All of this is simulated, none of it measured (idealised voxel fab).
process module | voxel air gaps
cross-section cut | 185 nm wide | cells 5 nm
A cross-section is a grid of square cells, given in bands from the top down. A band is one or more rows of cells.
Each band's line starts with the height of the band's top and of its bottom, in nm. Then come its materials from left to right, each with its width in nm. One material with "throughout" fills the band from edge to edge. "air" is empty space.
Height 0 is the level under which the wafer as received is all one material. The lowest band goes on downwards, as in "0 down".
A width such as "30 to 40" changes by the same amount from each row of cells to the next, from the band's top row to its bottom row.
"no change" after a step means that no cell of the cross-section changed.
closed voids: empty space of 8 cells or more with no open way to the top, each as width x height at its distance from the left edge, in nm
after a step's settings: what the simulator itself notes on the step
overlay nm, on a step with a mask: how far to the right of its planned place the mask lay; to the left if negative
plan
1 op RECEIVE | material Si
2 op CONFORMAL_DEP | material SiO2 | thk nm 5
3 op CONFORMAL_DEP | material SiCN | thk nm 5
4 op DIRECTIONAL_DEP | material lowk | thk nm 40
5 op DIRECTIONAL_DEP | material aC | thk nm 10
6 op PATTERN | tone open | mask id LINES | material resist | width nm 20 | pitch nm 45 | thk nm 30 | overlay nm 0
7 op DIRECTIONAL_ETCH | etch materials aC | depth nm 10
8 op STRIP | etch materials resist
9 op DIRECTIONAL_ETCH | etch materials lowk | depth nm 40
10 op STRIP | etch materials aC
11 op CONFORMAL_DEP | material TiN | thk nm 5
12 op FILL_DEP | material Cu | thk nm 10
13 op CMP | height nm 60
14 op EPI | material Ru | thk nm 10
15 op SELECTIVE_ETCH | etch materials lowk | depth nm 50
16 op CONFORMAL_DEP | material SiCN | thk nm 5
varied across the wafers: thk nm of step 2. The plan shows the first wafer's value. All wafers start alike
first wafer as received, after step 1
  0 down: Si throughout
  closed voids: none
first wafer at the end, after step 16
  75 to 70: SiCN throughout
  70 to 60: Ru throughout
  60 to 55: Cu throughout
  55 to 50: TiN 40 | Cu 10 | TiN 35 | Cu 10 | TiN 35 | Cu 10 | TiN 45
  50 to 15: lowk 35 | TiN 5 | Cu 10 | TiN 5 | lowk 25 | TiN 5 | Cu 10 | TiN 5 | lowk 25 | TiN 5 | Cu 10 | TiN 5 | lowk 40
  15 to 10: lowk 35 | TiN 20 | lowk 25 | TiN 20 | lowk 25 | TiN 20 | lowk 40
  10 to 5: SiCN throughout
  5 to 0: SiO2 throughout
  0 down: Si throughout
  closed voids: none
last wafer at the end
  75 to 70: air 20 | SiCN 140 | air 25
  70 to 60: air 20 | SiCN 5 | Ru 40 | SiCN 5 | Ru 40 | SiCN 5 | Ru 40 | SiCN 5 | air 25
  60 to 55: air 20 | SiCN 15 | TiN 5 | Cu 10 | TiN 5 | SiCN 25 | TiN 5 | Cu 10 | TiN 5 | SiCN 25 | TiN 5 | Cu 10 | TiN 5 | SiCN 15 | air 25
  55 to 40: air 30 | SiCN 5 | TiN 5 | Cu 10 | TiN 5 | SiCN 5 | air 15 | SiCN 5 | TiN 5 | Cu 10 | TiN 5 | SiCN 5 | air 15 | SiCN 5 | TiN 5 | Cu 10 | TiN 5 | SiCN 5 | air 35
  40 to 35: SiCN 35 | TiN 20 | SiCN 25 | TiN 20 | SiCN 25 | TiN 20 | SiCN 40
  35 to 30: SiCN throughout
  30 to 0: SiO2 throughout
  0 down: Si throughout
  closed voids: 15 x 15 at 60; 15 x 15 at 105
each wafer at the end: cells of each material gained (+) or lost (-) since it was received, then its closed voids
thk nm 5 | +85 Cu | +74 Ru | +74 SiCN | +37 SiO2 | +85 TiN | +200 lowk | closed voids: none
thk nm 10 | +48 Cu | +74 Ru | +74 SiCN | +74 SiO2 | +85 TiN | +200 lowk | closed voids: none
thk nm 15 | +42 Cu | +48 Ru | +150 SiCN | +111 SiO2 | +54 TiN | closed voids: 15 x 30 at 60; 15 x 30 at 105
thk nm 20 | +36 Cu | +48 Ru | +144 SiCN | +148 SiO2 | +48 TiN | closed voids: 15 x 25 at 60; 15 x 25 at 105
thk nm 25 | +30 Cu | +48 Ru | +138 SiCN | +185 SiO2 | +42 TiN | closed voids: 15 x 20 at 60; 15 x 20 at 105
thk nm 30 | +24 Cu | +48 Ru | +132 SiCN | +222 SiO2 | +36 TiN | closed voids: 15 x 15 at 60; 15 x 15 at 105
